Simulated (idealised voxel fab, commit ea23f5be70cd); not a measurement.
voxel gate over fins: a process module
Section cut is 275 nm wide and gridded with 5 nm square cells.
A cross-section in this document is a grid of square cells, and it is written down as bands, the top band listed before the ones below it; a band is made up of one or more rows of cells. A band entry consists of two parts. The first gives the height of the band's top and the height of its bottom, in nm. The rest lists the band's materials from left to right, each with its width in nm. A single material labelled with the word "edge to edge" fills the band from edge to edge, and the word "empty" marks empty space. Note: height 0 marks the level under which the wafer is uniformly one material as received. Lowest band unbounded below, written "top 0, no bottom". Think of "30..40" as a width that walks from the first number to the second as you go down the band, top row to bottom row, taking equal-sized steps from row to row. "everything unchanged" for a step: no cell of the cross-section changed in that step. You'll see "Unvented cavities" listing empty spaces that have no way open to the top, as long as they're 8 cells or more; the notation is width x height at distance, where the distance is from the left edge, and all of it is in nm. Past the settings on a step's line: simulator remark, on that step. overlay nm, on a step with a mask: how far to the right of its planned place the mask lay; to the left if negative.

Intended process steps
1 op RECEIVE | material Si
2 op CONFORMAL_DEP | material SiN | thk nm 10
3 op DIRECTIONAL_DEP | material aC | thk nm 10
4 op PATTERN | tone cover | mask id FINS | material resist | width nm 15 | pitch nm 55 | thk nm 30 | overlay nm 0
5 op DIRECTIONAL_ETCH | etch materials aC | depth nm 10
6 op STRIP | etch materials resist
7 op DIRECTIONAL_ETCH | etch materials SiN | depth nm 10
8 op DIRECTIONAL_ETCH | etch materials Si | depth nm 40
9 op STRIP | etch materials aC
10 op FILL_DEP | material SiO2 | thk nm 10
11 op CMP | height nm 10
12 op PATTERN | tone open | mask id RAIL | material resist | width nm 15 | thk nm 20 | overlay nm 0
13 op DIRECTIONAL_ETCH | etch materials SiO2 | depth nm 45
14 op STRIP | etch materials resist
15 op CONFORMAL_DEP | material TiN | thk nm 5
16 op FILL_DEP | material W | thk nm 5
17 op CMP | height nm 10
18 op SELECTIVE_ETCH | etch materials W Ru TiN | depth nm 30
19 op FILL_DEP | material SiO2 | thk nm 5
20 op CMP | height nm 10
21 op SELECTIVE_ETCH | etch materials SiO2 | depth nm 25
22 op STRIP | etch materials SiN
23 op CONFORMAL_DEP | material HfO2 | thk nm 5
24 op CONFORMAL_DEP | material TiN | thk nm 5
25 op FILL_DEP | material W | thk nm 15
26 op CMP | height nm 20
27 op CONFORMAL_DEP | material SiCN | thk nm 5

first wafer, as planned

Step 1 complete: cross-section of the wafer as received
	top 0, no bottom  Si edge to edge
	Unvented cavities: none

After step 2, in cross-section
	top 10, bottom 0  SiN edge to edge
	Rest of section, below 0: as before.

After step 3, in cross-section
	top 20, bottom 10  aC edge to edge
	Rest of section, below 10: as before.

After step 4, in cross-section
	top 50, bottom 20  empty=75  resist=15  empty=40  resist=15  empty=40  resist=15  empty=75
	Rest of section, below 20: as before.

After step 5, in cross-section
	top 40, bottom 20  empty=75  resist=15  empty=40  resist=15  empty=40  resist=15  empty=75
	top 20, bottom 10  empty=75  aC=15  empty=40  aC=15  empty=40  aC=15  empty=75
	Rest of section, below 10: as before.

After step 6, in cross-section
	top 20, bottom 10  empty=75  aC=15  empty=40  aC=15  empty=40  aC=15  empty=75
	Rest of section, below 10: as before.

After step 7, in cross-section
	top 20, bottom 10  empty=75  aC=15  empty=40  aC=15  empty=40  aC=15  empty=75
	top 10, bottom 0  empty=75  SiN=15  empty=40  SiN=15  empty=40  SiN=15  empty=75
	Rest of section, below 0: as before.

After step 8, in cross-section
	top 20, bottom 10  empty=75  aC=15  empty=40  aC=15  empty=40  aC=15  empty=75
	top 10, bottom 0  empty=75  SiN=15  empty=40  SiN=15  empty=40  SiN=15  empty=75
	top 0, bottom -40  empty=75  Si=15  empty=40  Si=15  empty=40  Si=15  empty=75
	Rest of section, below -40: as before.

After step 9, in cross-section
	top 10, bottom 0  empty=75  SiN=15  empty=40  SiN=15  empty=40  SiN=15  empty=75
	Rest of section, below 0: as before.

After step 10, in cross-section
	top 20, bottom 10  SiO2 edge to edge
	top 10, bottom 0  SiO2=75  SiN=15  SiO2=40  SiN=15  SiO2=40  SiN=15  SiO2=75
	top 0, bottom -40  SiO2=75  Si=15  SiO2=40  Si=15  SiO2=40  Si=15  SiO2=75
	Rest of section, below -40: as before.

After step 11, in cross-section
	top 10, bottom 0  SiO2=75  SiN=15  SiO2=40  SiN=15  SiO2=40  SiN=15  SiO2=75
	Rest of section, below 0: as before.

After step 12, in cross-section
	top 30, bottom 10  resist=100  empty=15  resist=160
	Rest of section, below 10: as before.

After step 13, in cross-section
	top 30, bottom 10  resist=100  empty=15  resist=160
	top 10, bottom 0  SiO2=75  SiN=15  SiO2=10  empty=15  SiO2=15  SiN=15  SiO2=40  SiN=15  SiO2=75
	top 0, bottom -35  SiO2=75  Si=15  SiO2=10  empty=15  SiO2=15  Si=15  SiO2=40  Si=15  SiO2=75
	Rest of section, below -35: as before.

After step 14, in cross-section
	top 10, bottom 0  SiO2=75  SiN=15  SiO2=10  empty=15  SiO2=15  SiN=15  SiO2=40  SiN=15  SiO2=75
	Rest of section, below 0: as before.

After step 15, in cross-section
	top 15, bottom 10  TiN=105  empty=5  TiN=165
	top 10, bottom 0  SiO2=75  SiN=15  SiO2=10  TiN=5  empty=5  TiN=5  SiO2=15  SiN=15  SiO2=40  SiN=15  SiO2=75
	top 0, bottom -30  SiO2=75  Si=15  SiO2=10  TiN=5  empty=5  TiN=5  SiO2=15  Si=15  SiO2=40  Si=15  SiO2=75
	top -30, bottom -35  SiO2=75  Si=15  SiO2=10  TiN=15  SiO2=15  Si=15  SiO2=40  Si=15  SiO2=75
	Rest of section, below -35: as before.

After step 16, in cross-section
	top 20, bottom 15  W edge to edge
	top 15, bottom 10  TiN=105  W=5  TiN=165
	top 10, bottom 0  SiO2=75  SiN=15  SiO2=10  TiN=5  W=5  TiN=5  SiO2=15  SiN=15  SiO2=40  SiN=15  SiO2=75
	top 0, bottom -30  SiO2=75  Si=15  SiO2=10  TiN=5  W=5  TiN=5  SiO2=15  Si=15  SiO2=40  Si=15  SiO2=75
	Rest of section, below -30: as before.

After step 17, in cross-section
	top 10, bottom 0  SiO2=75  SiN=15  SiO2=10  TiN=5  W=5  TiN=5  SiO2=15  SiN=15  SiO2=40  SiN=15  SiO2=75
	Rest of section, below 0: as before.

After step 18, in cross-section
	top 10, bottom 0  SiO2=75  SiN=15  SiO2=10  empty=15  SiO2=15  SiN=15  SiO2=40  SiN=15  SiO2=75
	top 0, bottom -20  SiO2=75  Si=15  SiO2=10  empty=15  SiO2=15  Si=15  SiO2=40  Si=15  SiO2=75
	Rest of section, below -20: as before.

After step 19, in cross-section
	top 15, bottom 10  SiO2 edge to edge
	top 10, bottom 0  SiO2=75  SiN=15  SiO2=40  SiN=15  SiO2=40  SiN=15  SiO2=75
	top 0, bottom -20  SiO2=75  Si=15  SiO2=40  Si=15  SiO2=40  Si=15  SiO2=75
	Rest of section, below -20: as before.

After step 20, in cross-section
	top 10, bottom 0  SiO2=75  SiN=15  SiO2=40  SiN=15  SiO2=40  SiN=15  SiO2=75
	Rest of section, below 0: as before.

After step 21, in cross-section
	top 10, bottom 0  empty=75  SiN=15  empty=40  SiN=15  empty=40  SiN=15  empty=75
	top 0, bottom -15  empty=75  Si=15  empty=40  Si=15  empty=40  Si=15  empty=75
	Rest of section, below -15: as before.

After step 22, in cross-section
	top 0, bottom -15  empty=75  Si=15  empty=40  Si=15  empty=40  Si=15  empty=75
	Rest of section, below -15: as before.

After step 23, in cross-section
	top 5, bottom 0  empty=70  HfO2=25  empty=30  HfO2=25  empty=30  HfO2=25  empty=70
	top 0, bottom -10  empty=70  HfO2=5  Si=15  HfO2=5  empty=30  HfO2=5  Si=15  HfO2=5  empty=30  HfO2=5  Si=15  HfO2=5  empty=70
	top -10, bottom -15  HfO2=75  Si=15  HfO2=40  Si=15  HfO2=40  Si=15  HfO2=75
	Rest of section, below -15: as before.

After step 24, in cross-section
	top 10, bottom 5  empty=65  TiN=35  empty=20  TiN=35  empty=20  TiN=35  empty=65
	top 5, bottom 0  empty=65  TiN=5  HfO2=25  TiN=5  empty=20  TiN=5  HfO2=25  TiN=5  empty=20  TiN=5  HfO2=25  TiN=5  empty=65
	top 0, bottom -5  empty=65  TiN=5  HfO2=5  Si=15  HfO2=5  TiN=5  empty=20  TiN=5  HfO2=5  Si=15  HfO2=5  TiN=5  empty=20  TiN=5  HfO2=5  Si=15  HfO2=5  TiN=5  empty=65
	top -5, bottom -10  TiN=70  HfO2=5  Si=15  HfO2=5  TiN=30  HfO2=5  Si=15  HfO2=5  TiN=30  HfO2=5  Si=15  HfO2=5  TiN=70
	Rest of section, below -10: as before.

After step 25, in cross-section
	top 25, bottom 10  W edge to edge
	top 10, bottom 5  W=65  TiN=35  W=20  TiN=35  W=20  TiN=35  W=65
	top 5, bottom 0  W=65  TiN=5  HfO2=25  TiN=5  W=20  TiN=5  HfO2=25  TiN=5  W=20  TiN=5  HfO2=25  TiN=5  W=65
	top 0, bottom -5  W=65  TiN=5  HfO2=5  Si=15  HfO2=5  TiN=5  W=20  TiN=5  HfO2=5  Si=15  HfO2=5  TiN=5  W=20  TiN=5  HfO2=5  Si=15  HfO2=5  TiN=5  W=65
	Rest of section, below -5: as before.

After step 26, in cross-section
	top 20, bottom 10  W edge to edge
	Rest of section, below 10: as before.

After step 27, in cross-section
	top 25, bottom 20  SiCN edge to edge
	Rest of section, below 20: as before.

second wafer: like start, like plan, one mistake. Through step 9 it matches the first wafer

Cross-sectional view of the second wafer at the intended end time of process step 10
	top 20, bottom 0  SiN edge to edge
	top 0, bottom -40  SiN=75  Si=15  SiN=40  Si=15  SiN=40  Si=15  SiN=75
	Rest of section, below -40: as before.

Cross-sectional view of the second wafer at the intended end time of process step 11
	top 10, bottom 0  SiN edge to edge
	Rest of section, below 0: as before.

Cross-sectional view of the second wafer at the intended end time of process step 12
	top 30, bottom 10  resist=100  empty=15  resist=160
	Rest of section, below 10: as before.

Cross-sectional view of the second wafer at the intended end time of process step 13: everything unchanged

Cross-sectional view of the second wafer at the intended end time of process step 14
	top 10, bottom 0  SiN edge to edge
	Rest of section, below 0: as before.

Cross-sectional view of the second wafer at the intended end time of process step 15
	top 15, bottom 10  TiN edge to edge
	Rest of section, below 10: as before.

Cross-sectional view of the second wafer at the intended end time of process step 16
	top 20, bottom 15  W edge to edge
	Rest of section, below 15: as before.

Cross-sectional view of the second wafer at the intended end time of process step 17
	top 10, bottom 0  SiN edge to edge
	Rest of section, below 0: as before.

Cross-sectional view of the second wafer at the intended end time of process step 18: everything unchanged

Cross-sectional view of the second wafer at the intended end time of process step 19
	top 15, bottom 10  SiO2 edge to edge
	Rest of section, below 10: as before.

Cross-sectional view of the second wafer at the intended end time of process step 20
	top 10, bottom 0  SiN edge to edge
	Rest of section, below 0: as before.

Cross-sectional view of the second wafer at the intended end time of process step 21: everything unchanged

Cross-sectional view of the second wafer at the intended end time of process step 22
	top 0, bottom -40  empty=75  Si=15  empty=40  Si=15  empty=40  Si=15  empty=75
	Rest of section, below -40: as before.

Cross-sectional view of the second wafer at the intended end time of process step 23
	top 5, bottom 0  empty=70  HfO2=25  empty=30  HfO2=25  empty=30  HfO2=25  empty=70
	top 0, bottom -35  empty=70  HfO2=5  Si=15  HfO2=5  empty=30  HfO2=5  Si=15  HfO2=5  empty=30  HfO2=5  Si=15  HfO2=5  empty=70
	top -35, bottom -40  HfO2=75  Si=15  HfO2=40  Si=15  HfO2=40  Si=15  HfO2=75
	Rest of section, below -40: as before.

Cross-sectional view of the second wafer at the intended end time of process step 24
	top 10, bottom 5  empty=65  TiN=35  empty=20  TiN=35  empty=20  TiN=35  empty=65
	top 5, bottom 0  empty=65  TiN=5  HfO2=25  TiN=5  empty=20  TiN=5  HfO2=25  TiN=5  empty=20  TiN=5  HfO2=25  TiN=5  empty=65
	top 0, bottom -30  empty=65  TiN=5  HfO2=5  Si=15  HfO2=5  TiN=5  empty=20  TiN=5  HfO2=5  Si=15  HfO2=5  TiN=5  empty=20  TiN=5  HfO2=5  Si=15  HfO2=5  TiN=5  empty=65
	top -30, bottom -35  TiN=70  HfO2=5  Si=15  HfO2=5  TiN=30  HfO2=5  Si=15  HfO2=5  TiN=30  HfO2=5  Si=15  HfO2=5  TiN=70
	Rest of section, below -35: as before.

Cross-sectional view of the second wafer at the intended end time of process step 25
	top 25, bottom 10  W edge to edge
	top 10, bottom 5  W=65  TiN=35  W=20  TiN=35  W=20  TiN=35  W=65
	top 5, bottom 0  W=65  TiN=5  HfO2=25  TiN=5  W=20  TiN=5  HfO2=25  TiN=5  W=20  TiN=5  HfO2=25  TiN=5  W=65
	top 0, bottom -30  W=65  TiN=5  HfO2=5  Si=15  HfO2=5  TiN=5  W=20  TiN=5  HfO2=5  Si=15  HfO2=5  TiN=5  W=20  TiN=5  HfO2=5  Si=15  HfO2=5  TiN=5  W=65
	Rest of section, below -30: as before.

Cross-sectional view of the second wafer at the intended end time of process step 26
	top 20, bottom 10  W edge to edge
	Rest of section, below 10: as before.

Cross-sectional view of the second wafer at the intended end time of process step 27
	top 25, bottom 20  SiCN edge to edge
	Rest of section, below 20: as before.
Diagnosis: it should be noted that step 10 was executed with settings other than those planned, the operation and settings actually applied being op FILL_DEP | material SiN | thk nm 10
The second wafer ends with more or fewer cells of some materials than the first, per final count: +30 HfO2; -221 SiO2; +23 TiN; +168 W
